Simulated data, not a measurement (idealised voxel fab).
process module | voxel spacer lines
cross-section cut | 180 nm wide | cells 5 nm
A cross-section is a grid of square cells, given in bands from the top down. A band is one or more rows of cells.
Each band's line starts with the height of the band's top and of its bottom, in nm. Then come its materials from left to right, each with its width in nm. One material with "throughout" fills the band from edge to edge. "air" is empty space.
Height 0 is the level under which the wafer as received is all one material. The lowest band goes on downwards, as in "0 down".
A width such as "30 to 40" changes by the same amount from each row of cells to the next, from the band's top row to its bottom row.
"no change" after a step means that no cell of the cross-section changed.
closed voids: empty space of 8 cells or more with no open way to the top, each as width x height at its distance from the left edge, in nm
after a step's settings: what the simulator itself notes on the step
overlay nm, on a step with a mask: how far to the right of its planned place the mask lay; to the left if negative
plan
1 op RECEIVE | material Si
2 op CONFORMAL_DEP | material Al2O3 | thk nm 5
3 op DIRECTIONAL_DEP | material W | thk nm 10
4 op DIRECTIONAL_DEP | material aC | thk nm 30
5 op PATTERN | tone cover | mask id MANDREL | material resist | width nm 15 | pitch nm 50 | thk nm 35 | overlay nm 0
6 op DIRECTIONAL_ETCH | etch materials aC | depth nm 30
7 op STRIP | etch materials resist
8 op CONFORMAL_DEP | material SiO2 | thk nm 10
9 op DIRECTIONAL_ETCH | etch materials SiO2 | depth nm 10
10 op STRIP | etch materials aC
11 op DIRECTIONAL_ETCH | etch materials W | depth nm 10
12 op STRIP | etch materials SiO2
13 op FILL_DEP | material lowk | thk nm 10
14 op CMP | height nm 15
as received, after step 1
  0 down: Si throughout
  closed voids: none
first wafer at the end, as planned
  15 to 5: lowk 20 | W 10 | lowk 15 | W 10 | lowk 15 | W 10 | lowk 15 | W 10 | lowk 15 | W 10 | lowk 15 | W 10 | lowk 25
  5 to 0: Al2O3 throughout
  0 down: Si throughout
  closed voids: none
second wafer at the end: like start, like plan, one mistake
  5 to 0: Al2O3 throughout
  0 down: Si throughout
  closed voids: none
what went wrong: step 14 ran as: op CMP | height nm 5
at the end the second wafer has, in cells: 24 fewer of W | 48 fewer of lowk
